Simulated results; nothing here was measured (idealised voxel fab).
Presented below is a process module, voxel wiring stack.
Square cells of 5 nm make up the cross-section cut, whose width is 165 nm.
Cross-section spec: square-cell grid; bands listed top down; each band is one or more rows. Top height, bottom height, nm. Materials left to right, width each, nm. Single material + "throughout" = fills band edge to edge. "empty" = empty. Measure heights from 0. That's the level where, below it, the as-received wafer is all one material. The lowest band is bottomless and extends downward; write it as in "from 0 down". It should be noted that a width expressed as "30..40" varies in equal increments from row to row of cells within the band, taking the value of the first number at the top row and that of the second number at the bottom row. When a step is marked "no alterations made", none of the cells in the cross-section changed during that step. "Voids, fully enclosed" specifies each empty space that is not open to the top and that occupies no fewer than 8 cells, using the form width x height at distance, the distance measured from the left edge and all three quantities in nm. Anything after a step's settings on that line? It's the simulator's own note about the step. The "overlay nm" setting may appear on a step's line; for a step that uses a mask, it gives how far to the right of its planned position the mask lay, and a negative value indicates the left.

## Below is the list of planned process steps
1 RECEIVE with material Si
2 CONFORMAL_DEP with material SiO2, thk nm 10
3 CONFORMAL_DEP with material SiCN, thk nm 5
4 DIRECTIONAL_DEP with material SiO2, thk nm 25
5 DIRECTIONAL_DEP with material aC, thk nm 10
6 PATTERN with tone open, mask id METAL_1, material resist, width nm 30, pitch nm 45, thk nm 25, overlay nm 0
7 DIRECTIONAL_ETCH with etch materials aC, depth nm 10
8 STRIP with etch materials resist
9 DIRECTIONAL_ETCH with etch materials SiO2, depth nm 25
10 DIRECTIONAL_ETCH with etch materials SiCN, depth nm 5
11 STRIP with etch materials aC
12 CONFORMAL_DEP with material TiN, thk nm 5
13 FILL_DEP with material W, thk nm 5
14 CMP with height nm 40
15 CONFORMAL_DEP with material SiCN, thk nm 5
16 DIRECTIONAL_DEP with material lowk, thk nm 15
17 DIRECTIONAL_DEP with material aC, thk nm 15
18 PATTERN with tone open, mask id PLUG_1, material resist, width nm 15, pitch nm 90, thk nm 35, overlay nm 0
19 DIRECTIONAL_ETCH with etch materials aC, depth nm 15
20 STRIP with etch materials resist
21 DIRECTIONAL_ETCH with etch materials lowk, depth nm 15
22 DIRECTIONAL_ETCH with etch materials SiCN, depth nm 5
23 STRIP with etch materials aC
24 EPI with material Ru, thk nm 10
25 EPI with material Ru, thk nm 10
26 DIRECTIONAL_DEP with material TiN, thk nm 5
27 DIRECTIONAL_DEP with material W, thk nm 25
28 MASKED_ETCH with tone cover, mask id METAL_2, width nm 30, pitch nm 45, etch materials W, depth nm 25, overlay nm 0
29 MASKED_ETCH with tone cover, mask id METAL_2, width nm 30, pitch nm 45, etch materials TiN, depth nm 5, overlay nm 0
30 CONFORMAL_DEP with material SiCN, thk nm 5
31 FILL_DEP with material SiO2, thk nm 5
32 CMP with height nm 90
33 CONFORMAL_DEP with material SiCN, thk nm 5
34 DIRECTIONAL_DEP with material lowk, thk nm 25
35 DIRECTIONAL_DEP with material aC, thk nm 15
36 PATTERN with tone open, mask id METAL_3_HOLES, material resist, width nm 15, pitch nm 45, thk nm 35, overlay nm 0
37 DIRECTIONAL_ETCH with etch materials aC, depth nm 15
38 STRIP with etch materials resist
39 DIRECTIONAL_ETCH with etch materials lowk, depth nm 25
40 STRIP with etch materials aC
41 PATTERN with tone open, mask id METAL_3, material resist, width nm 30, pitch nm 45, thk nm 15, overlay nm 0
42 DIRECTIONAL_ETCH with etch materials lowk, depth nm 15
43 DIRECTIONAL_ETCH with etch materials SiCN, depth nm 5
44 STRIP with etch materials resist
45 CONFORMAL_DEP with material TiN, thk nm 5
46 FILL_DEP with material Cu, thk nm 5
47 CMP with height nm 120
48 CONFORMAL_DEP with material SiCN, thk nm 5
Across this set of wafers, the varied parameter is the thk nm of step 30. Starting conditions are identical for every wafer, and the plan reports the value assigned to the first wafer.

## Sectional view: first of several wafers, as received, after step 1
  from 0 down = Si throughout
  Voids, fully enclosed: none

## Tabulated below, wafer by wafer, are the end-of-module results: for each material, the number of cells gained (+) or lost (-) relative to the as-received state, followed by the closed voids
thk nm 5, +33 Cu, +24 Ru, +144 SiCN, +186 SiO2, +114 TiN, +150 W, +174 lowk, Voids, fully enclosed: none
thk nm 10, +33 Cu, +24 Ru, +169 SiCN, +161 SiO2, +114 TiN, +150 W, +174 lowk, Voids, fully enclosed: none
thk nm 15, +33 Cu, +24 Ru, +180 SiCN, +150 SiO2, +114 TiN, +150 W, +174 lowk, Voids, fully enclosed: none
thk nm 20, +33 Cu, +24 Ru, +187 SiCN, +143 SiO2, +114 TiN, +150 W, +174 lowk, Voids, fully enclosed: none
